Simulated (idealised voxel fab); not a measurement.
process module | voxel transistor to metal
cross-section cut | 290 nm wide | cells 5 nm
A cross-section is a grid of square cells, given in bands from the top down. A band is one or more rows of cells.
Each band's line starts with the height of the band's top and of its bottom, in nm. Then come its materials from left to right, each with its width in nm. One material with "throughout" fills the band from edge to edge. "air" is empty space.
Height 0 is the level under which the wafer as received is all one material. The lowest band goes on downwards, as in "0 down".
A width such as "30 to 40" changes by the same amount from each row of cells to the next, from the band's top row to its bottom row.
"no change" after a step means that no cell of the cross-section changed.
closed voids: empty space of 8 cells or more with no open way to the top, each as width x height at its distance from the left edge, in nm
after a step's settings: what the simulator itself notes on the step
overlay nm, on a step with a mask: how far to the right of its planned place the mask lay; to the left if negative
plan
1 op RECEIVE | material Si
2 op OXIDIZE | depth nm 5
3 op CONFORMAL_DEP | material SiN | thk nm 10
4 op MASKED_ETCH | tone cover | mask id ACTIVE | width nm 95 | pitch nm 115 | etch materials SiN | depth nm 10 | overlay nm 0
5 op MASKED_ETCH | tone cover | mask id ACTIVE | width nm 95 | pitch nm 115 | etch materials SiO2 | depth nm 5 | overlay nm 0
6 op MASKED_ETCH | tone cover | mask id ACTIVE | width nm 95 | pitch nm 115 | etch materials Si | depth nm 35 | overlay nm 0
7 op FILL_DEP | material SiO2 | thk nm 10
8 op CMP | height nm 10
9 op SELECTIVE_ETCH | etch materials SiO2 | depth nm 5
10 op STRIP | etch materials SiN
11 op SELECTIVE_ETCH | etch materials SiO2 | depth nm 5
12 op OXIDIZE | depth nm 5
13 op DIRECTIONAL_DEP | material polySi | thk nm 20
14 op DIRECTIONAL_DEP | material SiCN | thk nm 10
15 op MASKED_ETCH | tone cover | mask id GATE | width nm 15 | pitch nm 115 | etch materials SiCN | depth nm 20 | overlay nm 0
16 op MASKED_ETCH | tone cover | mask id GATE | width nm 15 | pitch nm 115 | etch materials polySi | depth nm 30 | overlay nm 0
17 op CONFORMAL_DEP | material SiO2 | thk nm 5
18 op DIRECTIONAL_ETCH | etch materials SiO2 | depth nm 5
19 op CONFORMAL_DEP | material SiN | thk nm 10
20 op DIRECTIONAL_ETCH | etch materials SiN | depth nm 10
21 op DIRECTIONAL_ETCH | etch materials SiO2 | depth nm 5
22 op DIRECTIONAL_ETCH | etch materials Si | depth nm 10
23 op EPI | material nSi | thk nm 10
24 op FILL_DEP | material SiO2 | thk nm 10
25 op CMP | height nm 25
26 op DIRECTIONAL_DEP | material SiO2 | thk nm 15
27 op PATTERN | tone open | mask id CONTACT | material resist | width nm 20 | thk nm 15 | overlay nm 0
28 op DIRECTIONAL_ETCH | etch materials SiO2 | depth nm 40
29 op STRIP | etch materials resist
30 op CONFORMAL_DEP | material TiN | thk nm 5
31 op FILL_DEP | material W | thk nm 10
32 op CMP | height nm 40
33 op CONFORMAL_DEP | material SiN | thk nm 5
34 op DIRECTIONAL_DEP | material lowk | thk nm 20
35 op DIRECTIONAL_DEP | material aC | thk nm 10
36 op PATTERN | tone open | mask id METAL_1 | material resist | width nm 20 | thk nm 25 | overlay nm 0
37 op DIRECTIONAL_ETCH | etch materials aC | depth nm 10
38 op STRIP | etch materials resist
39 op DIRECTIONAL_ETCH | etch materials lowk | depth nm 20
40 op DIRECTIONAL_ETCH | etch materials SiN | depth nm 5
41 op STRIP | etch materials aC
42 op CONFORMAL_DEP | material TiN | thk nm 5
43 op FILL_DEP | material Cu | thk nm 5
44 op CMP | height nm 65
45 op CONFORMAL_DEP | material SiCN | thk nm 5
46 op DIRECTIONAL_DEP | material lowk | thk nm 30
47 op DIRECTIONAL_DEP | material aC | thk nm 15
48 op PATTERN | tone open | mask id METAL_2 | material resist | width nm 20 | pitch nm 115 | thk nm 35 | overlay nm 0
49 op DIRECTIONAL_ETCH | etch materials aC | depth nm 15
50 op STRIP | etch materials resist
51 op DIRECTIONAL_ETCH | etch materials lowk | depth nm 20
52 op STRIP | etch materials aC
53 op MASKED_ETCH | tone open | mask id METAL_2_HOLES | width nm 15 | pitch nm 115 | etch materials lowk | depth nm 10 | overlay nm 0
54 op MASKED_ETCH | tone open | mask id METAL_2_HOLES | width nm 15 | pitch nm 115 | etch materials SiCN | depth nm 5 | overlay nm 0
55 op CONFORMAL_DEP | material TiN | thk nm 5
56 op FILL_DEP | material Cu | thk nm 5
57 op CMP | height nm 100
58 op CONFORMAL_DEP | material SiCN | thk nm 5
first wafer, as planned
as received, after step 1
  0 down: Si throughout
  closed voids: none
after step 2
  0 to -5: SiO2 throughout
  below -5: unchanged
after step 3
  10 to 0: SiN throughout
  below 0: unchanged
after step 4
  10 to 0: air 40 | SiN 95 | air 20 | SiN 95 | air 40
  below 0: unchanged
after step 5
  10 to 0: air 40 | SiN 95 | air 20 | SiN 95 | air 40
  0 to -5: air 40 | SiO2 95 | air 20 | SiO2 95 | air 40
  below -5: unchanged
after step 6
  10 to 0: air 40 | SiN 95 | air 20 | SiN 95 | air 40
  0 to -5: air 40 | SiO2 95 | air 20 | SiO2 95 | air 40
  -5 to -40: air 40 | Si 95 | air 20 | Si 95 | air 40
  below -40: unchanged
after step 7
  20 to 10: SiO2 throughout
  10 to 0: SiO2 40 | SiN 95 | SiO2 20 | SiN 95 | SiO2 40
  0 to -5: SiO2 throughout
  -5 to -40: SiO2 40 | Si 95 | SiO2 20 | Si 95 | SiO2 40
  below -40: unchanged
after step 8
  10 to 0: SiO2 40 | SiN 95 | SiO2 20 | SiN 95 | SiO2 40
  below 0: unchanged
after step 9
  10 to 5: air 40 | SiN 95 | air 20 | SiN 95 | air 40
  below 5: unchanged
after step 10
  5 to 0: SiO2 40 | air 95 | SiO2 20 | air 95 | SiO2 40
  below 0: unchanged
after step 11
  0 to -5: SiO2 35 | air 105 | SiO2 10 | air 105 | SiO2 35
  below -5: unchanged
after step 12
  0 to -5: SiO2 35 | air 105 | SiO2 10 | air 105 | SiO2 35
  -5 to -10: SiO2 throughout
  below -10: unchanged
after step 13
  20 to 15: polySi 35 | air 105 | polySi 10 | air 105 | polySi 35
  15 to 0: polySi throughout
  0 to -5: SiO2 35 | polySi 105 | SiO2 10 | polySi 105 | SiO2 35
  below -5: unchanged
after step 14
  30 to 25: SiCN 35 | air 105 | SiCN 10 | air 105 | SiCN 35
  25 to 20: SiCN throughout
  20 to 15: polySi 35 | SiCN 105 | polySi 10 | SiCN 105 | polySi 35
  below 15: unchanged
after step 15
  25 to 20: air 80 | SiCN 15 | air 100 | SiCN 15 | air 80
  20 to 15: polySi 35 | air 45 | SiCN 15 | air 45 | polySi 10 | air 45 | SiCN 15 | air 45 | polySi 35
  below 15: unchanged
after step 16
  25 to 15: air 80 | SiCN 15 | air 100 | SiCN 15 | air 80
  15 to 0: air 80 | polySi 15 | air 100 | polySi 15 | air 80
  0 to -5: SiO2 35 | air 45 | polySi 15 | air 45 | SiO2 10 | air 45 | polySi 15 | air 45 | SiO2 35
  below -5: unchanged
after step 17
  30 to 25: air 75 | SiO2 25 | air 90 | SiO2 25 | air 75
  25 to 15: air 75 | SiO2 5 | SiCN 15 | SiO2 5 | air 90 | SiO2 5 | SiCN 15 | SiO2 5 | air 75
  15 to 5: air 75 | SiO2 5 | polySi 15 | SiO2 5 | air 90 | SiO2 5 | polySi 15 | SiO2 5 | air 75
  5 to 0: SiO2 40 | air 35 | SiO2 5 | polySi 15 | SiO2 5 | air 35 | SiO2 20 | air 35 | SiO2 5 | polySi 15 | SiO2 5 | air 35 | SiO2 40
  0 to -5: SiO2 80 | polySi 15 | SiO2 100 | polySi 15 | SiO2 80
  below -5: unchanged
after step 18
  25 to 15: air 75 | SiO2 5 | SiCN 15 | SiO2 5 | air 90 | SiO2 5 | SiCN 15 | SiO2 5 | air 75
  15 to 0: air 75 | SiO2 5 | polySi 15 | SiO2 5 | air 90 | SiO2 5 | polySi 15 | SiO2 5 | air 75
  0 to -5: SiO2 40 | air 35 | SiO2 5 | polySi 15 | SiO2 5 | air 35 | SiO2 20 | air 35 | SiO2 5 | polySi 15 | SiO2 5 | air 35 | SiO2 40
  below -5: unchanged
after step 19
  35 to 25: air 65 | SiN 45 | air 70 | SiN 45 | air 65
  25 to 15: air 65 | SiN 10 | SiO2 5 | SiCN 15 | SiO2 5 | SiN 10 | air 70 | SiN 10 | SiO2 5 | SiCN 15 | SiO2 5 | SiN 10 | air 65
  15 to 10: air 65 | SiN 10 | SiO2 5 | polySi 15 | SiO2 5 | SiN 10 | air 70 | SiN 10 | SiO2 5 | polySi 15 | SiO2 5 | SiN 10 | air 65
  10 to 5: SiN 50 | air 15 | SiN 10 | SiO2 5 | polySi 15 | SiO2 5 | SiN 10 | air 15 | SiN 40 | air 15 | SiN 10 | SiO2 5 | polySi 15 | SiO2 5 | SiN 10 | air 15 | SiN 50
  5 to 0: SiN 75 | SiO2 5 | polySi 15 | SiO2 5 | SiN 90 | SiO2 5 | polySi 15 | SiO2 5 | SiN 75
  0 to -5: SiO2 40 | SiN 35 | SiO2 5 | polySi 15 | SiO2 5 | SiN 35 | SiO2 20 | SiN 35 | SiO2 5 | polySi 15 | SiO2 5 | SiN 35 | SiO2 40
  below -5: unchanged
after step 20
  25 to 15: air 65 | SiN 10 | SiO2 5 | SiCN 15 | SiO2 5 | SiN 10 | air 70 | SiN 10 | SiO2 5 | SiCN 15 | SiO2 5 | SiN 10 | air 65
  15 to 0: air 65 | SiN 10 | SiO2 5 | polySi 15 | SiO2 5 | SiN 10 | air 70 | SiN 10 | SiO2 5 | polySi 15 | SiO2 5 | SiN 10 | air 65
  0 to -5: SiO2 40 | SiN 10 | air 15 | SiN 10 | SiO2 5 | polySi 15 | SiO2 5 | SiN 10 | air 15 | SiN 10 | SiO2 20 | SiN 10 | air 15 | SiN 10 | SiO2 5 | polySi 15 | SiO2 5 | SiN 10 | air 15 | SiN 10 | SiO2 40
  below -5: unchanged
after step 21
  25 to 20: air 65 | SiN 10 | air 5 | SiCN 15 | air 5 | SiN 10 | air 70 | SiN 10 | air 5 | SiCN 15 | air 5 | SiN 10 | air 65
  20 to 15: air 65 | SiN 10 | SiO2 5 | SiCN 15 | SiO2 5 | SiN 10 | air 70 | SiN 10 | SiO2 5 | SiCN 15 | SiO2 5 | SiN 10 | air 65
  15 to 0: air 65 | SiN 10 | SiO2 5 | polySi 15 | SiO2 5 | SiN 10 | air 70 | SiN 10 | SiO2 5 | polySi 15 | SiO2 5 | SiN 10 | air 65
  0 to -5: air 40 | SiN 10 | air 15 | SiN 10 | SiO2 5 | polySi 15 | SiO2 5 | SiN 10 | air 15 | SiN 10 | air 20 | SiN 10 | air 15 | SiN 10 | SiO2 5 | polySi 15 | SiO2 5 | SiN 10 | air 15 | SiN 10 | air 40
  -5 to -10: SiO2 50 | air 15 | SiO2 45 | air 15 | SiO2 40 | air 15 | SiO2 45 | air 15 | SiO2 50
  below -10: unchanged
after step 22
  25 to 20: air 65 | SiN 10 | air 5 | SiCN 15 | air 5 | SiN 10 | air 70 | SiN 10 | air 5 | SiCN 15 | air 5 | SiN 10 | air 65
  20 to 15: air 65 | SiN 10 | SiO2 5 | SiCN 15 | SiO2 5 | SiN 10 | air 70 | SiN 10 | SiO2 5 | SiCN 15 | SiO2 5 | SiN 10 | air 65
  15 to 0: air 65 | SiN 10 | SiO2 5 | polySi 15 | SiO2 5 | SiN 10 | air 70 | SiN 10 | SiO2 5 | polySi 15 | SiO2 5 | SiN 10 | air 65
  0 to -5: air 40 | SiN 10 | air 15 | SiN 10 | SiO2 5 | polySi 15 | SiO2 5 | SiN 10 | air 15 | SiN 10 | air 20 | SiN 10 | air 15 | SiN 10 | SiO2 5 | polySi 15 | SiO2 5 | SiN 10 | air 15 | SiN 10 | air 40
  -5 to -10: SiO2 50 | air 15 | SiO2 45 | air 15 | SiO2 40 | air 15 | SiO2 45 | air 15 | SiO2 50
  -10 to -20: SiO2 40 | Si 10 | air 15 | Si 45 | air 15 | Si 10 | SiO2 20 | Si 10 | air 15 | Si 45 | air 15 | Si 10 | SiO2 40
  below -20: unchanged
after step 23
  25 to 20: air 65 | SiN 10 | air 5 | SiCN 15 | air 5 | SiN 10 | air 70 | SiN 10 | air 5 | SiCN 15 | air 5 | SiN 10 | air 65
  20 to 15: air 65 | SiN 10 | SiO2 5 | SiCN 15 | SiO2 5 | SiN 10 | air 70 | SiN 10 | SiO2 5 | SiCN 15 | SiO2 5 | SiN 10 | air 65
  15 to 0: air 65 | SiN 10 | SiO2 5 | polySi 15 | SiO2 5 | SiN 10 | air 70 | SiN 10 | SiO2 5 | polySi 15 | SiO2 5 | SiN 10 | air 65
  0 to -5: air 40 | SiN 10 | nSi 15 | SiN 10 | SiO2 5 | polySi 15 | SiO2 5 | SiN 10 | nSi 15 | SiN 10 | air 20 | SiN 10 | nSi 15 | SiN 10 | SiO2 5 | polySi 15 | SiO2 5 | SiN 10 | nSi 15 | SiN 10 | air 40
  -5 to -10: SiO2 50 | nSi 15 | SiO2 45 | nSi 15 | SiO2 40 | nSi 15 | SiO2 45 | nSi 15 | SiO2 50
  -10 to -20: SiO2 40 | Si 10 | nSi 15 | Si 45 | nSi 15 | Si 10 | SiO2 20 | Si 10 | nSi 15 | Si 45 | nSi 15 | Si 10 | SiO2 40
  below -20: unchanged
after step 24
  35 to 25: SiO2 throughout
  25 to 15: SiO2 65 | SiN 10 | SiO2 5 | SiCN 15 | SiO2 5 | SiN 10 | SiO2 70 | SiN 10 | SiO2 5 | SiCN 15 | SiO2 5 | SiN 10 | SiO2 65
  15 to 0: SiO2 65 | SiN 10 | SiO2 5 | polySi 15 | SiO2 5 | SiN 10 | SiO2 70 | SiN 10 | SiO2 5 | polySi 15 | SiO2 5 | SiN 10 | SiO2 65
  0 to -5: SiO2 40 | SiN 10 | nSi 15 | SiN 10 | SiO2 5 | polySi 15 | SiO2 5 | SiN 10 | nSi 15 | SiN 10 | SiO2 20 | SiN 10 | nSi 15 | SiN 10 | SiO2 5 | polySi 15 | SiO2 5 | SiN 10 | nSi 15 | SiN 10 | SiO2 40
  below -5: unchanged
after step 25
  25 to 15: SiO2 65 | SiN 10 | SiO2 5 | SiCN 15 | SiO2 5 | SiN 10 | SiO2 70 | SiN 10 | SiO2 5 | SiCN 15 | SiO2 5 | SiN 10 | SiO2 65
  below 15: unchanged
after step 26
  40 to 25: SiO2 throughout
  below 25: unchanged
after step 27
  55 to 40: resist 45 | air 20 | resist 45 | air 20 | resist 30 | air 20 | resist 45 | air 20 | resist 45
  below 40: unchanged
after step 28
  55 to 40: resist 45 | air 20 | resist 45 | air 20 | resist 30 | air 20 | resist 45 | air 20 | resist 45
  40 to 25: SiO2 45 | air 20 | SiO2 45 | air 20 | SiO2 30 | air 20 | SiO2 45 | air 20 | SiO2 45
  25 to 15: SiO2 45 | air 20 | SiN 10 | SiO2 5 | SiCN 15 | SiO2 5 | SiN 10 | air 20 | SiO2 30 | air 20 | SiN 10 | SiO2 5 | SiCN 15 | SiO2 5 | SiN 10 | air 20 | SiO2 45
  15 to 0: SiO2 45 | air 20 | SiN 10 | SiO2 5 | polySi 15 | SiO2 5 | SiN 10 | air 20 | SiO2 30 | air 20 | SiN 10 | SiO2 5 | polySi 15 | SiO2 5 | SiN 10 | air 20 | SiO2 45
  below 0: unchanged
after step 29
  40 to 25: SiO2 45 | air 20 | SiO2 45 | air 20 | SiO2 30 | air 20 | SiO2 45 | air 20 | SiO2 45
  below 25: unchanged
after step 30
  45 to 40: TiN 50 | air 10 | TiN 55 | air 10 | TiN 40 | air 10 | TiN 55 | air 10 | TiN 50
  40 to 25: SiO2 45 | TiN 5 | air 10 | TiN 5 | SiO2 45 | TiN 5 | air 10 | TiN 5 | SiO2 30 | TiN 5 | air 10 | TiN 5 | SiO2 45 | TiN 5 | air 10 | TiN 5 | SiO2 45
  25 to 15: SiO2 45 | TiN 5 | air 10 | TiN 5 | SiN 10 | SiO2 5 | SiCN 15 | SiO2 5 | SiN 10 | TiN 5 | air 10 | TiN 5 | SiO2 30 | TiN 5 | air 10 | TiN 5 | SiN 10 | SiO2 5 | SiCN 15 | SiO2 5 | SiN 10 | TiN 5 | air 10 | TiN 5 | SiO2 45
  15 to 5: SiO2 45 | TiN 5 | air 10 | TiN 5 | SiN 10 | SiO2 5 | polySi 15 | SiO2 5 | SiN 10 | TiN 5 | air 10 | TiN 5 | SiO2 30 | TiN 5 | air 10 | TiN 5 | SiN 10 | SiO2 5 | polySi 15 | SiO2 5 | SiN 10 | TiN 5 | air 10 | TiN 5 | SiO2 45
  5 to 0: SiO2 45 | TiN 20 | SiN 10 | SiO2 5 | polySi 15 | SiO2 5 | SiN 10 | TiN 20 | SiO2 30 | TiN 20 | SiN 10 | SiO2 5 | polySi 15 | SiO2 5 | SiN 10 | TiN 20 | SiO2 45
  below 0: unchanged
after step 31
  55 to 45: W throughout
  45 to 40: TiN 50 | W 10 | TiN 55 | W 10 | TiN 40 | W 10 | TiN 55 | W 10 | TiN 50
  40 to 25: SiO2 45 | TiN 5 | W 10 | TiN 5 | SiO2 45 | TiN 5 | W 10 | TiN 5 | SiO2 30 | TiN 5 | W 10 | TiN 5 | SiO2 45 | TiN 5 | W 10 | TiN 5 | SiO2 45
  25 to 15: SiO2 45 | TiN 5 | W 10 | TiN 5 | SiN 10 | SiO2 5 | SiCN 15 | SiO2 5 | SiN 10 | TiN 5 | W 10 | TiN 5 | SiO2 30 | TiN 5 | W 10 | TiN 5 | SiN 10 | SiO2 5 | SiCN 15 | SiO2 5 | SiN 10 | TiN 5 | W 10 | TiN 5 | SiO2 45
  15 to 5: SiO2 45 | TiN 5 | W 10 | TiN 5 | SiN 10 | SiO2 5 | polySi 15 | SiO2 5 | SiN 10 | TiN 5 | W 10 | TiN 5 | SiO2 30 | TiN 5 | W 10 | TiN 5 | SiN 10 | SiO2 5 | polySi 15 | SiO2 5 | SiN 10 | TiN 5 | W 10 | TiN 5 | SiO2 45
  below 5: unchanged
after step 32
  40 to 25: SiO2 45 | TiN 5 | W 10 | TiN 5 | SiO2 45 | TiN 5 | W 10 | TiN 5 | SiO2 30 | TiN 5 | W 10 | TiN 5 | SiO2 45 | TiN 5 | W 10 | TiN 5 | SiO2 45
  below 25: unchanged
after step 33
  45 to 40: SiN throughout
  below 40: unchanged
after step 34
  65 to 45: lowk throughout
  below 45: unchanged
after step 35
  75 to 65: aC throughout
  below 65: unchanged
after step 36
  100 to 75: resist 45 | air 20 | resist 45 | air 20 | resist 30 | air 20 | resist 45 | air 20 | resist 45
  below 75: unchanged
after step 37
  90 to 75: resist 45 | air 20 | resist 45 | air 20 | resist 30 | air 20 | resist 45 | air 20 | resist 45
  75 to 65: aC 45 | air 20 | aC 45 | air 20 | aC 30 | air 20 | aC 45 | air 20 | aC 45
  below 65: unchanged
after step 38
  75 to 65: aC 45 | air 20 | aC 45 | air 20 | aC 30 | air 20 | aC 45 | air 20 | aC 45
  below 65: unchanged
after step 39
  75 to 65: aC 45 | air 20 | aC 45 | air 20 | aC 30 | air 20 | aC 45 | air 20 | aC 45
  65 to 45: lowk 45 | air 20 | lowk 45 | air 20 | lowk 30 | air 20 | lowk 45 | air 20 | lowk 45
  below 45: unchanged
after step 40
  75 to 65: aC 45 | air 20 | aC 45 | air 20 | aC 30 | air 20 | aC 45 | air 20 | aC 45
  65 to 45: lowk 45 | air 20 | lowk 45 | air 20 | lowk 30 | air 20 | lowk 45 | air 20 | lowk 45
  45 to 40: SiN 45 | air 20 | SiN 45 | air 20 | SiN 30 | air 20 | SiN 45 | air 20 | SiN 45
  below 40: unchanged
after step 41
  65 to 45: lowk 45 | air 20 | lowk 45 | air 20 | lowk 30 | air 20 | lowk 45 | air 20 | lowk 45
  below 45: unchanged
after step 42
  70 to 65: TiN 50 | air 10 | TiN 55 | air 10 | TiN 40 | air 10 | TiN 55 | air 10 | TiN 50
  65 to 45: lowk 45 | TiN 5 | air 10 | TiN 5 | lowk 45 | TiN 5 | air 10 | TiN 5 | lowk 30 | TiN 5 | air 10 | TiN 5 | lowk 45 | TiN 5 | air 10 | TiN 5 | lowk 45
  45 to 40: SiN 45 | TiN 20 | SiN 45 | TiN 20 | SiN 30 | TiN 20 | SiN 45 | TiN 20 | SiN 45
  below 40: unchanged
after step 43
  75 to 70: Cu throughout
  70 to 65: TiN 50 | Cu 10 | TiN 55 | Cu 10 | TiN 40 | Cu 10 | TiN 55 | Cu 10 | TiN 50
  65 to 45: lowk 45 | TiN 5 | Cu 10 | TiN 5 | lowk 45 | TiN 5 | Cu 10 | TiN 5 | lowk 30 | TiN 5 | Cu 10 | TiN 5 | lowk 45 | TiN 5 | Cu 10 | TiN 5 | lowk 45
  below 45: unchanged
after step 44
  65 to 45: lowk 45 | TiN 5 | Cu 10 | TiN 5 | lowk 45 | TiN 5 | Cu 10 | TiN 5 | lowk 30 | TiN 5 | Cu 10 | TiN 5 | lowk 45 | TiN 5 | Cu 10 | TiN 5 | lowk 45
  below 45: unchanged
after step 45
  70 to 65: SiCN throughout
  below 65: unchanged
after step 46
  100 to 70: lowk throughout
  below 70: unchanged
after step 47
  115 to 100: aC throughout
  below 100: unchanged
after step 48
  150 to 115: resist 45 | air 20 | resist 95 | air 20 | resist 110
  below 115: unchanged
after step 49
  135 to 115: resist 45 | air 20 | resist 95 | air 20 | resist 110
  115 to 100: aC 45 | air 20 | aC 95 | air 20 | aC 110
  below 100: unchanged
after step 50
  115 to 100: aC 45 | air 20 | aC 95 | air 20 | aC 110
  below 100: unchanged
after step 51
  115 to 100: aC 45 | air 20 | aC 95 | air 20 | aC 110
  100 to 80: lowk 45 | air 20 | lowk 95 | air 20 | lowk 110
  below 80: unchanged
after step 52
  100 to 80: lowk 45 | air 20 | lowk 95 | air 20 | lowk 110
  below 80: unchanged
after step 53
  100 to 80: lowk 45 | air 20 | lowk 95 | air 20 | lowk 110
  80 to 70: lowk 45 | air 15 | lowk 100 | air 15 | lowk 115
  below 70: unchanged
after step 54
  100 to 80: lowk 45 | air 20 | lowk 95 | air 20 | lowk 110
  80 to 70: lowk 45 | air 15 | lowk 100 | air 15 | lowk 115
  70 to 65: SiCN 45 | air 15 | SiCN 100 | air 15 | SiCN 115
  below 65: unchanged
after step 55
  105 to 100: TiN 50 | air 10 | TiN 105 | air 10 | TiN 115
  100 to 85: lowk 45 | TiN 5 | air 10 | TiN 5 | lowk 95 | TiN 5 | air 10 | TiN 5 | lowk 110
  85 to 80: lowk 45 | TiN 5 | air 5 | TiN 10 | lowk 95 | TiN 5 | air 5 | TiN 10 | lowk 110
  80 to 70: lowk 45 | TiN 5 | air 5 | TiN 5 | lowk 100 | TiN 5 | air 5 | TiN 5 | lowk 115
  70 to 65: SiCN 45 | TiN 15 | SiCN 100 | TiN 15 | SiCN 115
  below 65: unchanged
after step 56
  110 to 105: Cu throughout
  105 to 100: TiN 50 | Cu 10 | TiN 105 | Cu 10 | TiN 115
  100 to 85: lowk 45 | TiN 5 | Cu 10 | TiN 5 | lowk 95 | TiN 5 | Cu 10 | TiN 5 | lowk 110
  85 to 80: lowk 45 | TiN 5 | Cu 5 | TiN 10 | lowk 95 | TiN 5 | Cu 5 | TiN 10 | lowk 110
  80 to 70: lowk 45 | TiN 5 | Cu 5 | TiN 5 | lowk 100 | TiN 5 | Cu 5 | TiN 5 | lowk 115
  below 70: unchanged
after step 57
  100 to 85: lowk 45 | TiN 5 | Cu 10 | TiN 5 | lowk 95 | TiN 5 | Cu 10 | TiN 5 | lowk 110
  below 85: unchanged
after step 58
  105 to 100: SiCN throughout
  below 100: unchanged
second wafer: like start, like plan, one mistake. Through step 31 it matches the first wafer
when step 32 should have ended: no change
when step 33 should have ended
  60 to 55: SiN throughout
  below 55: unchanged
when step 34 should have ended
  80 to 60: lowk throughout
  below 60: unchanged
when step 35 should have ended
  90 to 80: aC throughout
  below 80: unchanged
when step 36 should have ended
  115 to 90: resist 45 | air 20 | resist 45 | air 20 | resist 30 | air 20 | resist 45 | air 20 | resist 45
  below 90: unchanged
when step 37 should have ended
  105 to 90: resist 45 | air 20 | resist 45 | air 20 | resist 30 | air 20 | resist 45 | air 20 | resist 45
  90 to 80: aC 45 | air 20 | aC 45 | air 20 | aC 30 | air 20 | aC 45 | air 20 | aC 45
  below 80: unchanged
when step 38 should have ended
  90 to 80: aC 45 | air 20 | aC 45 | air 20 | aC 30 | air 20 | aC 45 | air 20 | aC 45
  below 80: unchanged
when step 39 should have ended
  90 to 80: aC 45 | air 20 | aC 45 | air 20 | aC 30 | air 20 | aC 45 | air 20 | aC 45
  80 to 60: lowk 45 | air 20 | lowk 45 | air 20 | lowk 30 | air 20 | lowk 45 | air 20 | lowk 45
  below 60: unchanged
when step 40 should have ended
  90 to 80: aC 45 | air 20 | aC 45 | air 20 | aC 30 | air 20 | aC 45 | air 20 | aC 45
  80 to 60: lowk 45 | air 20 | lowk 45 | air 20 | lowk 30 | air 20 | lowk 45 | air 20 | lowk 45
  60 to 55: SiN 45 | air 20 | SiN 45 | air 20 | SiN 30 | air 20 | SiN 45 | air 20 | SiN 45
  below 55: unchanged
when step 41 should have ended
  80 to 60: lowk 45 | air 20 | lowk 45 | air 20 | lowk 30 | air 20 | lowk 45 | air 20 | lowk 45
  below 60: unchanged
when step 42 should have ended
  85 to 80: TiN 50 | air 10 | TiN 55 | air 10 | TiN 40 | air 10 | TiN 55 | air 10 | TiN 50
  80 to 60: lowk 45 | TiN 5 | air 10 | TiN 5 | lowk 45 | TiN 5 | air 10 | TiN 5 | lowk 30 | TiN 5 | air 10 | TiN 5 | lowk 45 | TiN 5 | air 10 | TiN 5 | lowk 45
  60 to 55: SiN 45 | TiN 20 | SiN 45 | TiN 20 | SiN 30 | TiN 20 | SiN 45 | TiN 20 | SiN 45
  below 55: unchanged
when step 43 should have ended
  90 to 85: Cu throughout
  85 to 80: TiN 50 | Cu 10 | TiN 55 | Cu 10 | TiN 40 | Cu 10 | TiN 55 | Cu 10 | TiN 50
  80 to 60: lowk 45 | TiN 5 | Cu 10 | TiN 5 | lowk 45 | TiN 5 | Cu 10 | TiN 5 | lowk 30 | TiN 5 | Cu 10 | TiN 5 | lowk 45 | TiN 5 | Cu 10 | TiN 5 | lowk 45
  below 60: unchanged
when step 44 should have ended
  65 to 60: lowk 45 | TiN 5 | Cu 10 | TiN 5 | lowk 45 | TiN 5 | Cu 10 | TiN 5 | lowk 30 | TiN 5 | Cu 10 | TiN 5 | lowk 45 | TiN 5 | Cu 10 | TiN 5 | lowk 45
  below 60: unchanged
when step 45 should have ended
  70 to 65: SiCN throughout
  below 65: unchanged
when step 46 should have ended
  100 to 70: lowk throughout
  below 70: unchanged
when step 47 should have ended
  115 to 100: aC throughout
  below 100: unchanged
when step 48 should have ended
  150 to 115: resist 45 | air 20 | resist 95 | air 20 | resist 110
  below 115: unchanged
when step 49 should have ended
  135 to 115: resist 45 | air 20 | resist 95 | air 20 | resist 110
  115 to 100: aC 45 | air 20 | aC 95 | air 20 | aC 110
  below 100: unchanged
when step 50 should have ended
  115 to 100: aC 45 | air 20 | aC 95 | air 20 | aC 110
  below 100: unchanged
when step 51 should have ended
  115 to 100: aC 45 | air 20 | aC 95 | air 20 | aC 110
  100 to 80: lowk 45 | air 20 | lowk 95 | air 20 | lowk 110
  below 80: unchanged
when step 52 should have ended
  100 to 80: lowk 45 | air 20 | lowk 95 | air 20 | lowk 110
  below 80: unchanged
when step 53 should have ended
  100 to 80: lowk 45 | air 20 | lowk 95 | air 20 | lowk 110
  80 to 70: lowk 45 | air 15 | lowk 100 | air 15 | lowk 115
  below 70: unchanged
when step 54 should have ended
  100 to 80: lowk 45 | air 20 | lowk 95 | air 20 | lowk 110
  80 to 70: lowk 45 | air 15 | lowk 100 | air 15 | lowk 115
  70 to 65: SiCN 45 | air 15 | SiCN 100 | air 15 | SiCN 115
  below 65: unchanged
when step 55 should have ended
  105 to 100: TiN 50 | air 10 | TiN 105 | air 10 | TiN 115
  100 to 85: lowk 45 | TiN 5 | air 10 | TiN 5 | lowk 95 | TiN 5 | air 10 | TiN 5 | lowk 110
  85 to 80: lowk 45 | TiN 5 | air 5 | TiN 10 | lowk 95 | TiN 5 | air 5 | TiN 10 | lowk 110
  80 to 70: lowk 45 | TiN 5 | air 5 | TiN 5 | lowk 100 | TiN 5 | air 5 | TiN 5 | lowk 115
  70 to 65: SiCN 45 | TiN 15 | SiCN 100 | TiN 15 | SiCN 115
  below 65: unchanged
when step 56 should have ended
  110 to 105: Cu throughout
  105 to 100: TiN 50 | Cu 10 | TiN 105 | Cu 10 | TiN 115
  100 to 85: lowk 45 | TiN 5 | Cu 10 | TiN 5 | lowk 95 | TiN 5 | Cu 10 | TiN 5 | lowk 110
  85 to 80: lowk 45 | TiN 5 | Cu 5 | TiN 10 | lowk 95 | TiN 5 | Cu 5 | TiN 10 | lowk 110
  80 to 70: lowk 45 | TiN 5 | Cu 5 | TiN 5 | lowk 100 | TiN 5 | Cu 5 | TiN 5 | lowk 115
  below 70: unchanged
when step 57 should have ended
  100 to 85: lowk 45 | TiN 5 | Cu 10 | TiN 5 | lowk 95 | TiN 5 | Cu 10 | TiN 5 | lowk 110
  below 85: unchanged
when step 58 should have ended
  105 to 100: SiCN throughout
  below 100: unchanged
what went wrong: step 32 was left out
at the end the second wafer has, in cells: 24 fewer of Cu | 26 more of TiN | 124 more of W | 126 fewer of lowk
